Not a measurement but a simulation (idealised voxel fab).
Presented below is a process module, voxel spacer lines.
Pictured: cross-section cut, 160 nm wide, on a grid of 5 nm square cells.
Heads up, the way a cross-section reads in here is a grid of square cells, handed over as bands from the top down, with every band being one or more rows of cells.
In this notation a band is specified by the heights of its top and bottom, in that order and in nm, after which its materials appear from left to right, each paired with its width in nm. The word "everywhere" attached to a single material means that material fills the band from edge to edge; the word "air" stands for empty space.
Heights are expressed relative to 0, this being the level below which the as-received wafer comprises one material exclusively. The lowest band is unbounded in the downward direction and is denoted as in "z 0 and below".
Width: "30..40" (first number = top row, second number = bottom row, same change from row to row of cells).
Where a step carries "nothing altered", the cross-section came out of it unchanged, cell for cell.
"Closed cavity list": sealed empty spaces, 8 cells or more, no open way to top, listed width x height at distance, with distance from the left edge and width, height and distance in nm.
On a step's line, text after the settings is the simulator commenting on that step.
overlay nm: on a step with a mask, how far right of its planned place the mask lay; negative means left.

-- This section lists the process steps that were planned
1: RECEIVE: material Si
2: CONFORMAL_DEP: material Al2O3, thk nm 5
3: DIRECTIONAL_DEP: material W, thk nm 15
4: DIRECTIONAL_DEP: material aC, thk nm 20
5: PATTERN: tone cover, mask id MANDREL, material resist, width nm 20, pitch nm 60, thk nm 25, overlay nm 0
6: DIRECTIONAL_ETCH: etch materials aC, depth nm 20
7: STRIP: etch materials resist
8: CONFORMAL_DEP: material SiO2, thk nm 10
9: DIRECTIONAL_ETCH: etch materials SiO2, depth nm 10
10: STRIP: etch materials aC
11: DIRECTIONAL_ETCH: etch materials W, depth nm 15
12: STRIP: etch materials SiO2

-- as received, after step 1
    z 0 and below | Si everywhere
    Closed cavity list: none

-- Result of the module, cross-sectioned: start per above, plan per above, one error in how it was run
    z 15 to 0 | air 30; W 10; air 20; W 10; air 20; W 10; air 20; W 10; air 30
    z 0 and below | Si everywhere
    Closed cavity list: none
Here's what went sideways: skipped: plan step 2 (never run)
